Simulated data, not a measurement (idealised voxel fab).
voxel spacer lines: a process module
185 nm wide, 5 nm square cells: that's cross-section cut.
We lay out every cross-section as a grid of square cells and spell it out in bands from the top down, where one band means one or more rows of cells.
This entry defines a band. It first specifies the height of the band's top and the height of its bottom in nm, and then specifies the band's materials from left to right, stating each material with its width in nm. The word "throughout" identifies a single material that fills the band from edge to edge, while the word "air" identifies empty space.
It should be noted that heights are counted from 0, beneath which the wafer as supplied is of one material throughout, and that the lowest band possesses no lower boundary but continues downward, as written in "top 0, no bottom".
Width spec "30->40" -> top row of cells at first value, bottom row at second value, equal per-row change in between.
"nothing was modified" (step): cross-section cells unchanged, all of them.
Listed in "Unvented cavities": every empty space of 8 or more cells without an open way to the top. Form: width x height at distance, the distance being from the left edge, all in nm.
On each step's line, the part that comes after the settings is the simulator's own comment on the step.
overlay nm: where the mask lay relative to plan, measured to the right, on steps with a mask; negatives go left.
Process steps (planned):
- 1: op RECEIVE | material Si
- 2: op CONFORMAL_DEP | material Al2O3 | thk nm 5
- 3: op DIRECTIONAL_DEP | material SiN | thk nm 10
- 4: op DIRECTIONAL_DEP | material aC | thk nm 25
- 5: op PATTERN | tone cover | mask id MANDREL | material resist | width nm 25 | pitch nm 70 | thk nm 30 | overlay nm 0
- 6: op DIRECTIONAL_ETCH | etch materials aC | depth nm 25
- 7: op STRIP | etch materials resist
- 8: op CONFORMAL_DEP | material SiO2 | thk nm 10
- 9: op DIRECTIONAL_ETCH | etch materials SiO2 | depth nm 10
- 10: op STRIP | etch materials aC
- 11: op DIRECTIONAL_ETCH | etch materials SiN | depth nm 10
- 12: op STRIP | etch materials SiO2
- 13: op FILL_DEP | material lowk | thk nm 5
- 14: op CMP | height nm 15
First of two wafers: run as planned:
Cross-sectional view of the wafer in its as-received condition, corresponding to the state after step 1:
  top 0, no bottom = Si throughout
  Unvented cavities: none
After step 2:
  top 5, bottom 0 = Al2O3 throughout
  All layers under 0 are left as they were.
After step 3:
  top 15, bottom 5 = SiN throughout
  All layers under 5 are left as they were.
After step 4:
  top 40, bottom 15 = aC throughout
  All layers under 15 are left as they were.
After step 5:
  top 70, bottom 40 = 45 air / 25 resist / 45 air / 25 resist / 45 air
  All layers under 40 are left as they were.
After step 6:
  top 45, bottom 40 = 45 air / 25 resist / 45 air / 25 resist / 45 air
  top 40, bottom 15 = 45 air / 25 aC / 45 air / 25 aC / 45 air
  All layers under 15 are left as they were.
After step 7:
  top 40, bottom 15 = 45 air / 25 aC / 45 air / 25 aC / 45 air
  All layers under 15 are left as they were.
After step 8:
  top 50, bottom 40 = 35 air / 45 SiO2 / 25 air / 45 SiO2 / 35 air
  top 40, bottom 25 = 35 air / 10 SiO2 / 25 aC / 10 SiO2 / 25 air / 10 SiO2 / 25 aC / 10 SiO2 / 35 air
  top 25, bottom 15 = 45 SiO2 / 25 aC / 45 SiO2 / 25 aC / 45 SiO2
  All layers under 15 are left as they were.
After step 9:
  top 40, bottom 15 = 35 air / 10 SiO2 / 25 aC / 10 SiO2 / 25 air / 10 SiO2 / 25 aC / 10 SiO2 / 35 air
  All layers under 15 are left as they were.
After step 10:
  top 40, bottom 15 = 35 air / 10 SiO2 / 25 air / 10 SiO2 / 25 air / 10 SiO2 / 25 air / 10 SiO2 / 35 air
  All layers under 15 are left as they were.
After step 11:
  top 40, bottom 15 = 35 air / 10 SiO2 / 25 air / 10 SiO2 / 25 air / 10 SiO2 / 25 air / 10 SiO2 / 35 air
  top 15, bottom 5 = 35 air / 10 SiN / 25 air / 10 SiN / 25 air / 10 SiN / 25 air / 10 SiN / 35 air
  All layers under 5 are left as they were.
After step 12:
  top 15, bottom 5 = 35 air / 10 SiN / 25 air / 10 SiN / 25 air / 10 SiN / 25 air / 10 SiN / 35 air
  All layers under 5 are left as they were.
After step 13:
  top 20, bottom 15 = lowk throughout
  top 15, bottom 5 = 35 lowk / 10 SiN / 25 lowk / 10 SiN / 25 lowk / 10 SiN / 25 lowk / 10 SiN / 35 lowk
  All layers under 5 are left as they were.
After step 14:
  top 15, bottom 5 = 35 lowk / 10 SiN / 25 lowk / 10 SiN / 25 lowk / 10 SiN / 25 lowk / 10 SiN / 35 lowk
  All layers under 5 are left as they were.
Okay, second wafer. Nothing different at the start, nothing different in the plan, just one mistake somewhere in the running. As far as step 4, counting that step, it's the first wafer all over again:
Second wafer cross-section, taken as of the time the plan sets for step 5 to be done:
  top 70, bottom 40 = 55 air / 25 resist / 45 air / 25 resist / 35 air
  All layers under 40 are left as they were.
Second wafer cross-section, taken as of the time the plan sets for step 6 to be done:
  top 45, bottom 40 = 55 air / 25 resist / 45 air / 25 resist / 35 air
  top 40, bottom 15 = 55 air / 25 aC / 45 air / 25 aC / 35 air
  All layers under 15 are left as they were.
Second wafer cross-section, taken as of the time the plan sets for step 7 to be done:
  top 40, bottom 15 = 55 air / 25 aC / 45 air / 25 aC / 35 air
  All layers under 15 are left as they were.
Second wafer cross-section, taken as of the time the plan sets for step 8 to be done:
  top 50, bottom 40 = 45 air / 45 SiO2 / 25 air / 45 SiO2 / 25 air
  top 40, bottom 25 = 45 air / 10 SiO2 / 25 aC / 10 SiO2 / 25 air / 10 SiO2 / 25 aC / 10 SiO2 / 25 air
  top 25, bottom 15 = 55 SiO2 / 25 aC / 45 SiO2 / 25 aC / 35 SiO2
  All layers under 15 are left as they were.
Second wafer cross-section, taken as of the time the plan sets for step 9 to be done:
  top 40, bottom 15 = 45 air / 10 SiO2 / 25 aC / 10 SiO2 / 25 air / 10 SiO2 / 25 aC / 10 SiO2 / 25 air
  All layers under 15 are left as they were.
Second wafer cross-section, taken as of the time the plan sets for step 10 to be done:
  top 40, bottom 15 = 45 air / 10 SiO2 / 25 air / 10 SiO2 / 25 air / 10 SiO2 / 25 air / 10 SiO2 / 25 air
  All layers under 15 are left as they were.
Second wafer cross-section, taken as of the time the plan sets for step 11 to be done:
  top 40, bottom 15 = 45 air / 10 SiO2 / 25 air / 10 SiO2 / 25 air / 10 SiO2 / 25 air / 10 SiO2 / 25 air
  top 15, bottom 5 = 45 air / 10 SiN / 25 air / 10 SiN / 25 air / 10 SiN / 25 air / 10 SiN / 25 air
  All layers under 5 are left as they were.
Second wafer cross-section, taken as of the time the plan sets for step 12 to be done:
  top 15, bottom 5 = 45 air / 10 SiN / 25 air / 10 SiN / 25 air / 10 SiN / 25 air / 10 SiN / 25 air
  All layers under 5 are left as they were.
Second wafer cross-section, taken as of the time the plan sets for step 13 to be done:
  top 20, bottom 15 = lowk throughout
  top 15, bottom 5 = 45 lowk / 10 SiN / 25 lowk / 10 SiN / 25 lowk / 10 SiN / 25 lowk / 10 SiN / 25 lowk
  All layers under 5 are left as they were.
Second wafer cross-section, taken as of the time the plan sets for step 14 to be done:
  top 15, bottom 5 = 45 lowk / 10 SiN / 25 lowk / 10 SiN / 25 lowk / 10 SiN / 25 lowk / 10 SiN / 25 lowk
  All layers under 5 are left as they were.
Error vs. plan: the process deviated at step 5: the operation and settings actually run there were op PATTERN | tone cover | mask id MANDREL | material resist | width nm 25 | pitch nm 70 | thk nm 30 | overlay nm 10
Comparing end states, the material composition by cell count is preserved from the first wafer to the second, while the locations of the cells are not.
